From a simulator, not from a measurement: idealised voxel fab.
voxel self aligned contacts: a process module
The figure presents cross-section cut, which has a width of 150 nm and is divided into square cells with an edge length of 5 nm.
Cross-section layout: square cells on a grid; listed as bands, top to bottom; a band spans one or more cell rows. For a band, the entry starts with two heights in nm, that of the top and then that of the bottom, and carries on with the band's materials in order from left to right, each alongside its width in nm; the word "everywhere" beside a single material means it fills the band edge to edge, and "empty" means empty space. Convention: height 0 is the level below which the wafer, as received, is all one material. The lowest band does not terminate at the bottom but continues downward, represented as "0 down". Width: "30->40" (first number = top row, second number = bottom row, same change from row to row of cells). A step reported as "no modification" is a step in which no cell of the cross-section changed. Closed-off voids of 8+ cells (no open route to the top) go in "Closed-off voids", written width x height at distance from the left edge, in nm. Where a step's line continues beyond its settings, the continuation is a remark by the simulator itself on that step. overlay nm, on a step with a mask: how far to the right of its planned place the mask lay; to the left if negative.
Steps planned for the process:
- 1: RECEIVE, material Si
- 2: CONFORMAL_DEP, material SiO2, thk nm 5
- 3: DIRECTIONAL_DEP, material polySi, thk nm 25
- 4: DIRECTIONAL_DEP, material SiN, thk nm 20
- 5: DIRECTIONAL_DEP, material aC, thk nm 15
- 6: PATTERN, tone cover, mask id GATE, material resist, width nm 30, pitch nm 70, thk nm 30, overlay nm 0
- 7: DIRECTIONAL_ETCH, etch materials aC, depth nm 15
- 8: STRIP, etch materials resist
- 9: DIRECTIONAL_ETCH, etch materials SiN, depth nm 20
- 10: DIRECTIONAL_ETCH, etch materials polySi, depth nm 25
- 11: STRIP, etch materials aC
- 12: CONFORMAL_DEP, material SiN, thk nm 10
- 13: DIRECTIONAL_ETCH, etch materials SiN, depth nm 10
- 14: FILL_DEP, material SiO2, thk nm 10
- 15: CMP, height nm 55
- 16: MASKED_ETCH, tone open, mask id CONTACT, width nm 50, etch materials SiO2, depth nm 55, overlay nm 0
- 17: CONFORMAL_DEP, material TiN, thk nm 5
- 18: FILL_DEP, material W, thk nm 10
- 19: CMP, height nm 55
- 20: CONFORMAL_DEP, material SiCN, thk nm 5
This is the cross-section of the wafer as we received it, i.e. after step 1:
- 0 down  Si everywhere
- Closed-off voids: none
Cross-sectional view of the first of the two wafers upon completion of the module, processed in accordance with the plan:
- 60 to 55  SiCN everywhere
- 55 to 50  50 nm SiO2  20 nm TiN  10 nm W  20 nm TiN  50 nm SiO2
- 50 to 30  15 nm SiO2  50 nm SiN  5 nm TiN  10 nm W  5 nm TiN  50 nm SiN  15 nm SiO2
- 30 to 5  15 nm SiO2  10 nm SiN  30 nm polySi  10 nm SiN  5 nm TiN  10 nm W  5 nm TiN  10 nm SiN  30 nm polySi  10 nm SiN  15 nm SiO2
- 5 to 0  65 nm SiO2  20 nm TiN  65 nm SiO2
- 0 down  Si everywhere
- Closed-off voids: none
What the second wafer looks like in cross-section once the module is done. Its start and its plan matched the first wafer's exactly; what differed was one mistake in how it was run:
- 60 to 55  SiCN everywhere
- 55 to 50  40 nm SiO2  30 nm TiN  10 nm W  10 nm TiN  60 nm SiO2
- 50 to 30  15 nm SiO2  50 nm SiN  5 nm TiN  10 nm W  5 nm TiN  50 nm SiN  15 nm SiO2
- 30 to 5  15 nm SiO2  10 nm SiN  30 nm polySi  10 nm SiN  5 nm TiN  10 nm W  5 nm TiN  10 nm SiN  30 nm polySi  10 nm SiN  15 nm SiO2
- 5 to 0  65 nm SiO2  20 nm TiN  65 nm SiO2
- 0 down  Si everywhere
- Closed-off voids: none
So what did we get wrong on this run? step 16 went in with a setting other than planned; the actual run was MASKED_ETCH, tone open, mask id CONTACT, width nm 50, etch materials SiO2, depth nm 55, overlay nm -10
So at the finish, the second wafer's got exactly as many cells of each material as the first, just not in the same spots.
